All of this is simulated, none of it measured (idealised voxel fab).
Process module under the name voxel fin reveal
This is section cut - it's 175 nm across, gridded in 5 nm square cells.
Cross-sections here: square-cell grids, written as top-down lists of bands, a band being one or more rows of cells. First you get the band's top height and its bottom height, in nm, and then the materials it's made of, left to right, with each width in nm. If you see a single material with "everywhere", that one covers the band edge to edge. "air" is empty space. The level at which height equals 0 is the one under which the wafer, as it arrives, is entirely one material. No lower edge exists for the bottom band, which continues downward and is notated as in "top 0, no bottom". Quick explanation for "30->40": the width changes in equal steps down the rows of cells, from the first number in the band's top row to the second number in its bottom row. Basically "stayed the same" means that step didn't change any cell in the cross-section. Entry "Voids lacking openings" = empty spaces >= 8 cells with no open way to the top; each as width x height at distance, distance from left edge, all nm. On each step's line, the part that comes after the settings is the simulator's own comment on the step. The "overlay nm" setting may appear on a step's line; for a step that uses a mask, it gives how far to the right of its planned position the mask lay, and a negative value indicates the left.

Set out below are the planned steps of the process
1: RECEIVE with material Si
2: CONFORMAL_DEP with material SiN, thk nm 5
3: MASKED_ETCH with tone cover, mask id FINS, width nm 15, pitch nm 40, etch materials SiN, depth nm 5, overlay nm 0
4: MASKED_ETCH with tone cover, mask id FINS, width nm 15, pitch nm 40, etch materials Si, depth nm 35, overlay nm -15
5: FILL_DEP with material SiO2, thk nm 10
6: CMP with height nm 5
7: SELECTIVE_ETCH with etch materials SiO2, depth nm 20
8: STRIP with etch materials SiN
Split variable: overlay nm, step 4. Plan value = first wafer. Wafers start alike.

This is how the first of several wafers looked in cross-section when it arrived, which is after step 1
* top 0, no bottom: Si everywhere
* Voids lacking openings: none

Cross-section of the first of several wafers, taken after step 8, where the module ends
* top 0, bottom -15: 25 of air | 30 of Si | 10 of air | 30 of Si | 10 of air | 30 of Si | 40 of air
* top -15, bottom -35: 25 of SiO2 | 30 of Si | 10 of SiO2 | 30 of Si | 10 of SiO2 | 30 of Si | 40 of SiO2
* top -35, no bottom: Si everywhere
* Voids lacking openings: none

Cross-section, last wafer, module completion
* top 0, bottom -15: 40 of air | 30 of Si | 10 of air | 30 of Si | 10 of air | 30 of Si | 25 of air
* top -15, bottom -35: 40 of SiO2 | 30 of Si | 10 of SiO2 | 30 of Si | 10 of SiO2 | 30 of Si | 25 of SiO2
* top -35, no bottom: Si everywhere
* Voids lacking openings: none

Per-wafer rows below. For each material: cells gained (+) or lost (-) since the wafer was received, as of end of module. Then: closed voids
overlay nm -15 | -119 Si | +68 SiO2 | Voids lacking openings: none
overlay nm -10 | -140 Si | +80 SiO2 | Voids lacking openings: none
overlay nm -5 | -161 Si | +92 SiO2 | Voids lacking openings: none
overlay nm 0 | -182 Si | +104 SiO2 | Voids lacking openings: none
overlay nm 5 | -161 Si | +92 SiO2 | Voids lacking openings: none
overlay nm 10 | -140 Si | +80 SiO2 | Voids lacking openings: none
overlay nm 15 | -119 Si | +68 SiO2 | Voids lacking openings: none
